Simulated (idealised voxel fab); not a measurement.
This section sets out a process module, namely voxel local oxidation.
Cross-section cut: width 170 nm, square cells of 5 nm.
Bands, listed from the top down, are how a cross-section gets written in this document; the cross-section itself is a grid of square cells, and a band is one or more rows of them. Within each band entry, the heights of the top and of the bottom of the band appear first, in that order and in nm; the materials of the band then follow from left to right, each with its corresponding width in nm. The designation "all across" on a single material indicates that it fills the band from edge to edge; the designation "empty" indicates empty space. Below 0: as-received wafer, all one material; heights counted from there. Lowest band: no bottom, goes on down, written "0..down". Width "30 to 40": first value at the band's top row of cells, second value at its bottom row, equal change from row to row. What does "no change" mean for a step? It means no cell of the cross-section changed in that step. In the "Enclosed voids" entry, you get each enclosed empty space of 8 cells or more, one with no open way to the top, written width x height at distance, distance from the left edge, in nm. On each step's line, the part that comes after the settings is the simulator's own comment on the step. overlay nm: mask right of planned place by this much (step with mask). Neg. = left.

Listed below are the process steps as planned
1. RECEIVE,material Si
2. OXIDIZE,depth nm 5
3. CONFORMAL_DEP,material SiN,thk nm 10
4. MASKED_ETCH,tone cover,mask id ACTIVE,width nm 100,etch materials SiN,depth nm 10,overlay nm 0
5. SELECTIVE_ETCH,etch materials SiO2,depth nm 5
6. OXIDIZE,depth nm 10
7. STRIP,etch materials SiN

Of two wafers, the first: run according to plan

As received, after step 1
> 0..down = Si all across
> Enclosed voids: none

After step 2: wafer cross-section
> 0..-5 = SiO2 all across
> Whatever lies below -5 is exactly as it was before.

After step 3: wafer cross-section
> 10..0 = SiN all across
> Whatever lies below 0 is exactly as it was before.

After step 4: wafer cross-section
> 10..0 = empty: 35  SiN: 100  empty: 35
> Whatever lies below 0 is exactly as it was before.

After step 5: wafer cross-section
> 10..0 = empty: 35  SiN: 100  empty: 35
> 0..-5 = empty: 40  SiO2: 90  empty: 40
> Whatever lies below -5 is exactly as it was before.

After step 6: wafer cross-section
> 10..0 = empty: 35  SiN: 100  empty: 35
> 0..-5 = empty: 40  SiO2: 90  empty: 40
> -5..-15 = SiO2: 50  Si: 70  SiO2: 50
> Whatever lies below -15 is exactly as it was before.

After step 7: wafer cross-section
> 0..-5 = empty: 40  SiO2: 90  empty: 40
> Whatever lies below -5 is exactly as it was before.

Companion wafer, the second of two: same beginning, same intended sequence, one mistake in carrying it out; through step 3 inclusive it tracks the first exactly

Cross-section of the second wafer corresponding to the planned conclusion of step 4
> 10..0 = empty: 40  SiN: 95  empty: 35
> Whatever lies below 0 is exactly as it was before.

Cross-section of the second wafer corresponding to the planned conclusion of step 5
> 10..0 = empty: 40  SiN: 95  empty: 35
> 0..-5 = empty: 45  SiO2: 85  empty: 40
> Whatever lies below -5 is exactly as it was before.

Cross-section of the second wafer corresponding to the planned conclusion of step 6
> 10..0 = empty: 40  SiN: 95  empty: 35
> 0..-5 = empty: 45  SiO2: 85  empty: 40
> -5..-15 = SiO2: 55  Si: 65  SiO2: 50
> Whatever lies below -15 is exactly as it was before.

Cross-section of the second wafer corresponding to the planned conclusion of step 7
> 0..-5 = empty: 45  SiO2: 85  empty: 40
> Whatever lies below -5 is exactly as it was before.
It is concluded that the wafer was processed incorrectly with respect to the plan, in that contrary to plan, step 4 was performed as MASKED_ETCH,tone cover,mask id ACTIVE,width nm 95,etch materials SiN,depth nm 10,overlay nm 0
at the end the second wafer has, in cells: 2 fewer of Si, 1 more of SiO2
